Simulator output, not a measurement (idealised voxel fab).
Documented hereafter: the process module known as voxel wiring stack.
Displayed cross-section: cut, width of 290 nm, square cells sized 5 nm.
Square cells in a grid make up a cross-section in this document, and the grid is given as bands, listed from the top down, each one or more rows of cells.
Band entry format. Leading values: height of top, height of bottom, nm. Remainder: materials in left-to-right order, each with its width in nm. Special words: "all across" on a single material, which then fills the band edge to edge; "air", empty space.
Height 0 is the level under which the wafer as received is all one material. The lowest band goes on downwards, as in "0 and below".
Per-row width for "30..40": begins at first number (top row of band), ends at second number (bottom row), increment between rows held constant.
Where the words "remains unaltered" appear for a step, the cross-section shows no cell changed by that step; every cell remained as before.
Entry "Closed void roster". Content: empty spaces with no open connection to the top, size 8 cells or greater. Each: width x height at distance. Distance: from left edge. Unit: nm.
Note: text after step settings on the step line = simulator remark on that step.
If you see "overlay nm" on a step's line and that step has a mask, it's telling you how far right of where it was planned the mask ended up; a negative number means it went left instead.
[List of planned process steps]
- 1: RECEIVE (material Si)
- 2: CONFORMAL_DEP (material SiO2; thk nm 15)
- 3: DIRECTIONAL_DEP (material TiN; thk nm 5)
- 4: DIRECTIONAL_DEP (material Ru; thk nm 25)
- 5: DIRECTIONAL_DEP (material aC; thk nm 10)
- 6: PATTERN (tone cover; mask id METAL_1; material resist; width nm 15; pitch nm 40; thk nm 30; overlay nm 0)
- 7: DIRECTIONAL_ETCH (etch materials aC; depth nm 10)
- 8: STRIP (etch materials resist)
- 9: DIRECTIONAL_ETCH (etch materials Ru; depth nm 25)
- 10: DIRECTIONAL_ETCH (etch materials TiN; depth nm 5)
- 11: STRIP (etch materials aC)
- 12: FILL_DEP (material lowk; thk nm 10)
- 13: CMP (height nm 45)
- 14: CONFORMAL_DEP (material SiCN; thk nm 5)
- 15: DIRECTIONAL_DEP (material SiO2; thk nm 20)
- 16: PATTERN (tone open; mask id PLUG_1; material resist; width nm 15; pitch nm 40; thk nm 20; overlay nm 0)
- 17: DIRECTIONAL_ETCH (etch materials SiO2; depth nm 20)
- 18: DIRECTIONAL_ETCH (etch materials SiCN; depth nm 5)
- 19: STRIP (etch materials resist)
- 20: EPI (material Ru; thk nm 10)
- 21: EPI (material Ru; thk nm 10)
- 22: EPI (material Ru; thk nm 5)
- 23: DIRECTIONAL_DEP (material TiN; thk nm 5)
- 24: DIRECTIONAL_DEP (material Ru; thk nm 20)
- 25: DIRECTIONAL_DEP (material aC; thk nm 15)
- 26: PATTERN (tone cover; mask id METAL_2; material resist; width nm 25; pitch nm 40; thk nm 30; overlay nm 0)
- 27: DIRECTIONAL_ETCH (etch materials aC; depth nm 15)
- 28: STRIP (etch materials resist)
- 29: DIRECTIONAL_ETCH (etch materials Ru; depth nm 20)
- 30: DIRECTIONAL_ETCH (etch materials TiN; depth nm 5)
- 31: STRIP (etch materials aC)
- 32: FILL_DEP (material lowk; thk nm 10)
- 33: CMP (height nm 95)
- 34: CONFORMAL_DEP (material SiCN; thk nm 5)
- 35: DIRECTIONAL_DEP (material SiO2; thk nm 30)
- 36: DIRECTIONAL_DEP (material aC; thk nm 10)
- 37: PATTERN (tone open; mask id METAL_3; material resist; width nm 25; pitch nm 40; thk nm 25; overlay nm 0)
- 38: DIRECTIONAL_ETCH (etch materials aC; depth nm 10)
- 39: STRIP (etch materials resist)
- 40: DIRECTIONAL_ETCH (etch materials SiO2; depth nm 15)
- 41: STRIP (etch materials aC)
- 42: PATTERN (tone open; mask id METAL_3_HOLES; material resist; width nm 15; thk nm 15; overlay nm 0)
- 43: DIRECTIONAL_ETCH (etch materials SiO2; depth nm 15)
- 44: DIRECTIONAL_ETCH (etch materials SiCN; depth nm 5)
- 45: STRIP (etch materials resist)
- 46: CONFORMAL_DEP (material TiN; thk nm 5)
- 47: FILL_DEP (material Cu; thk nm 5)
- 48: CMP (height nm 130)
- 49: CONFORMAL_DEP (material SiCN; thk nm 5)
- 50: DIRECTIONAL_DEP (material SiO2; thk nm 25)
- 51: MASKED_ETCH (tone open; mask id METAL_4_HOLES; width nm 15; pitch nm 40; etch materials SiO2; depth nm 25; overlay nm 0)
- 52: PATTERN (tone open; mask id METAL_4; material resist; width nm 25; pitch nm 40; thk nm 20; overlay nm 0)
- 53: DIRECTIONAL_ETCH (etch materials SiO2; depth nm 15)
- 54: DIRECTIONAL_ETCH (etch materials SiCN; depth nm 5)
- 55: STRIP (etch materials resist)
- 56: CONFORMAL_DEP (material TiN; thk nm 5)
- 57: FILL_DEP (material Cu; thk nm 5)
- 58: CMP (height nm 160)
- 59: CONFORMAL_DEP (material SiCN; thk nm 5)
The value of width nm given for step 6 in the plan refers to the first wafer; the wafers vary in this setting and are alike at the start.
[Cross-section of the first of several wafers on receipt, reflecting completion of step 1]
  0 and below | Si all across
  Closed void roster: none
[End-of-module cross-section, first of several wafers, after last step 59]
  165 down to 160 | SiCN all across
  160 down to 150 | SiO2 (110); TiN (5); Cu (15); TiN (5); SiO2 (15); TiN (5); Cu (15); TiN (5); SiO2 (115)
  150 down to 145 | SiO2 (110); TiN (5); Cu (5); TiN (15); SiO2 (15); TiN (5); Cu (5); TiN (15); SiO2 (115)
  145 down to 135 | SiO2 (110); TiN (5); Cu (5); TiN (5); SiO2 (25); TiN (5); Cu (5); TiN (5); SiO2 (125)
  135 down to 130 | SiCN (110); TiN (15); SiCN (25); TiN (15); SiCN (125)
  130 down to 120 | SiO2 (110); TiN (5); Cu (15); TiN (5); SiO2 (15); TiN (5); Cu (15); TiN (5); SiO2 (115)
  120 down to 115 | SiO2 (110); TiN (5); Cu (5); TiN (15); SiO2 (15); TiN (25); SiO2 (115)
  115 down to 100 | SiO2 (110); TiN (5); Cu (5); TiN (5); SiO2 (165)
  100 down to 95 | SiCN (110); TiN (15); SiCN (165)
  95 down to 75 | lowk (110); Ru (25); lowk (15); Ru (25); lowk (115)
  75 down to 70 | lowk (110); TiN (25); lowk (15); TiN (25); lowk (115)
  70 down to 50 | SiO2 (110); Ru (15); SiO2 (25); Ru (15); SiO2 (125)
  50 down to 45 | SiCN (110); Ru (15); SiCN (25); Ru (15); SiCN (125)
  45 down to 20 | lowk (115); Ru (15); lowk (25); Ru (15); lowk (120)
  20 down to 15 | lowk (115); TiN (15); lowk (25); TiN (15); lowk (120)
  15 down to 0 | SiO2 all across
  0 and below | Si all across
  Closed void roster: none
[Cross-section of the last wafer at end of module]
  165 down to 160 | SiCN all across
  160 down to 150 | SiO2 (110); TiN (5); Cu (15); TiN (5); SiO2 (15); TiN (5); Cu (15); TiN (5); SiO2 (115)
  150 down to 145 | SiO2 (110); TiN (5); Cu (5); TiN (15); SiO2 (15); TiN (5); Cu (5); TiN (15); SiO2 (115)
  145 down to 135 | SiO2 (110); TiN (5); Cu (5); TiN (5); SiO2 (25); TiN (5); Cu (5); TiN (5); SiO2 (125)
  135 down to 130 | SiCN (110); TiN (15); SiCN (25); TiN (15); SiCN (125)
  130 down to 120 | SiO2 (110); TiN (5); Cu (15); TiN (5); SiO2 (15); TiN (5); Cu (15); TiN (5); SiO2 (115)
  120 down to 115 | SiO2 (110); TiN (5); Cu (5); TiN (15); SiO2 (15); TiN (25); SiO2 (115)
  115 down to 100 | SiO2 (110); TiN (5); Cu (5); TiN (5); SiO2 (165)
  100 down to 95 | SiCN (110); TiN (15); SiCN (165)
  95 down to 75 | lowk (110); Ru (25); lowk (15); Ru (25); lowk (115)
  75 down to 70 | lowk (110); TiN (25); lowk (15); TiN (25); lowk (115)
  70 down to 50 | SiO2 (110); Ru (15); SiO2 (25); Ru (15); SiO2 (125)
  50 down to 45 | SiCN (110); Ru (15); SiCN (25); Ru (15); SiCN (125)
  45 down to 20 | lowk (110); Ru (25); lowk (15); Ru (25); lowk (115)
  20 down to 15 | lowk (110); TiN (25); lowk (15); TiN (25); lowk (115)
  15 down to 0 | SiO2 all across
  0 and below | Si all across
  Closed void roster: none
[each wafer at the end: cells of each material gained (+) or lost (-) since it was received, then its closed voids]
width nm 15 | +34 Cu | +100 Ru | +217 SiCN | +939 SiO2 | +72 TiN | +552 lowk | Closed void roster: none
width nm 20 | +34 Cu | +110 Ru | +217 SiCN | +939 SiO2 | +74 TiN | +540 lowk | Closed void roster: none
width nm 25 | +34 Cu | +120 Ru | +217 SiCN | +939 SiO2 | +76 TiN | +528 lowk | Closed void roster: none
